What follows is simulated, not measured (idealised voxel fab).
The document below concerns the process module designated voxel capacitor over wiring.
Shown is cross-section cut, with a width of 210 nm and square cells of size 5 nm.
Cross-section layout: square cells on a grid; listed as bands, top to bottom; a band spans one or more cell rows. Top height, bottom height, nm. Materials left to right, width each, nm. Single material + "full width" = fills band edge to edge. "air" = empty. Basically, 0 is our baseline, since under it the wafer straight out of the box is all one material. The bottom band has no lower end and keeps on going down, so it looks like "z 0 and below". A width given as "30 to 40" starts at the first number in the band's top row and ends at the second number in its bottom row, shifting by an equal amount at every step from row to row. You'll sometimes find "nothing different" written for a step, and that's the way of saying that nowhere in the cross-section did a cell change during that step. For the entry "Closed void listing", the listed items are empty spaces with no open way to the top whose size is 8 cells or more; each item follows the pattern width x height at distance, where distance is from the left edge and all three are in nm. On each step's line, the part that comes after the settings is the simulator's own comment on the step. overlay nm: step with mask; distance mask lay right of planned place; negative value = left of planned place.

Steps in the process plan:
1: RECEIVE [material Si]
2: CONFORMAL_DEP [material SiO2] [thk nm 5]
3: CONFORMAL_DEP [material SiCN] [thk nm 5]
4: DIRECTIONAL_DEP [material lowk] [thk nm 25]
5: PATTERN [tone open] [mask id METAL_1] [material resist] [width nm 25] [pitch nm 90] [thk nm 20] [overlay nm 0]
6: DIRECTIONAL_ETCH [etch materials lowk] [depth nm 25]
7: DIRECTIONAL_ETCH [etch materials SiCN] [depth nm 5]
8: STRIP [etch materials resist]
9: CONFORMAL_DEP [material TiN] [thk nm 5]
10: FILL_DEP [material Ru] [thk nm 10]
11: CMP [height nm 40]
12: CONFORMAL_DEP [material SiCN] [thk nm 5]
13: DIRECTIONAL_DEP [material SiO2] [thk nm 20]
14: PATTERN [tone open] [mask id PLUG_1] [material resist] [width nm 15] [thk nm 20] [overlay nm 0]
15: DIRECTIONAL_ETCH [etch materials SiO2] [depth nm 20]
16: DIRECTIONAL_ETCH [etch materials SiCN] [depth nm 5]
17: STRIP [etch materials resist]
18: EPI [material Ru] [thk nm 10]
19: EPI [material Ru] [thk nm 10]
20: EPI [material Ru] [thk nm 5]
21: DIRECTIONAL_DEP [material TiN] [thk nm 5]
22: DIRECTIONAL_DEP [material Al2O3] [thk nm 5]
23: DIRECTIONAL_DEP [material TiN] [thk nm 5]
24: DIRECTIONAL_DEP [material aC] [thk nm 15]
25: PATTERN [tone cover] [mask id UPPER_PLATE] [material resist] [width nm 70] [thk nm 35] [overlay nm 0]
26: DIRECTIONAL_ETCH [etch materials aC] [depth nm 15]
27: STRIP [etch materials resist]
28: DIRECTIONAL_ETCH [etch materials TiN] [depth nm 5]
29: DIRECTIONAL_ETCH [etch materials Al2O3] [depth nm 5]
30: STRIP [etch materials aC]
31: DIRECTIONAL_DEP [material aC] [thk nm 10]
32: PATTERN [tone cover] [mask id LOWER_PLATE] [material resist] [width nm 80] [thk nm 25] [overlay nm 0]
33: DIRECTIONAL_ETCH [etch materials aC] [depth nm 10]
34: STRIP [etch materials resist]
35: DIRECTIONAL_ETCH [etch materials TiN] [depth nm 5]
36: STRIP [etch materials aC]
37: FILL_DEP [material SiO2] [thk nm 20]
38: CMP [height nm 95]
39: PATTERN [tone open] [mask id PLUG_2] [material resist] [width nm 15] [thk nm 20] [overlay nm 0]
40: DIRECTIONAL_ETCH [etch materials SiO2] [depth nm 15]
41: STRIP [etch materials resist]
42: CONFORMAL_DEP [material TiN] [thk nm 5]
43: FILL_DEP [material W] [thk nm 10]
44: CMP [height nm 95]
45: CONFORMAL_DEP [material SiN] [thk nm 5]
Split variable: thk nm, step 2. Plan value = first wafer. Wafers start alike.

The first of several wafers in cross-section, exactly as it reached us after step 1:
- z 0 and below: Si full width
- Closed void listing: none

Last step of the module is step 45; after it, the first of several wafers in cross-section:
- z 100 to 95: SiN full width
- z 95 to 85: SiO2 65, then TiN 5, then W 5, then TiN 5, then SiO2 130
- z 85 to 75: SiO2 65 to 55, then TiN 15 to 70, then SiO2 130 to 85
- z 75 to 70: SiO2 55, then Al2O3 70, then SiO2 85
- z 70 to 65: SiO2 50, then TiN 80, then SiO2 80
- z 65 to 45: SiO2 55, then Ru 15, then SiO2 140
- z 45 to 40: SiCN 55, then Ru 15, then SiCN 140
- z 40 to 35: TiN 50, then Ru 15, then TiN 75, then Ru 15, then TiN 55
- z 35 to 10: lowk 45, then TiN 5, then Ru 15, then TiN 5, then lowk 65, then TiN 5, then Ru 15, then TiN 5, then lowk 50
- z 10 to 5: SiCN 45, then TiN 25, then SiCN 65, then TiN 25, then SiCN 50
- z 5 to 0: SiO2 full width
- z 0 and below: Si full width
- Closed void listing: none

Cross-section, module end, final of several wafers:
- z 100 to 95: SiN full width
- z 95 to 85: SiO2 65, then TiN 5, then W 5, then TiN 5, then SiO2 130
- z 85 to 75: SiO2 65 to 55, then TiN 15 to 70, then SiO2 130 to 85
- z 75 to 70: SiO2 55, then Al2O3 70, then SiO2 85
- z 70 to 65: SiO2 50, then TiN 80, then SiO2 80
- z 65 to 45: SiO2 55, then Ru 15, then SiO2 140
- z 45 to 40: SiCN 55, then Ru 15, then SiCN 140
- z 40 to 30: lowk 45, then TiN 5, then Ru 15, then TiN 5, then lowk 65, then TiN 5, then Ru 15, then TiN 5, then lowk 50
- z 30 to 25: SiCN 45, then TiN 25, then SiCN 65, then TiN 25, then SiCN 50
- z 25 to 0: SiO2 full width
- z 0 and below: Si full width
- Closed void listing: none

Below, a row for every wafer. Read it as the end-of-module picture: for each material the wafer shows its cells gained (+) or lost (-) since it was received, and then its closed voids:
thk nm 5 | +14 Al2O3 | +51 Ru | +71 SiCN | +42 SiN | +397 SiO2 | +103 TiN | +2 W | +160 lowk | Closed void listing: none
thk nm 10 | +14 Al2O3 | +45 Ru | +71 SiCN | +42 SiN | +439 SiO2 | +67 TiN | +2 W | +160 lowk | Closed void listing: none
thk nm 15 | +14 Al2O3 | +39 Ru | +71 SiCN | +42 SiN | +481 SiO2 | +63 TiN | +2 W | +128 lowk | Closed void listing: none
thk nm 20 | +14 Al2O3 | +33 Ru | +71 SiCN | +42 SiN | +523 SiO2 | +59 TiN | +2 W | +96 lowk | Closed void listing: none
thk nm 25 | +14 Al2O3 | +27 Ru | +71 SiCN | +42 SiN | +565 SiO2 | +55 TiN | +2 W | +64 lowk | Closed void listing: none
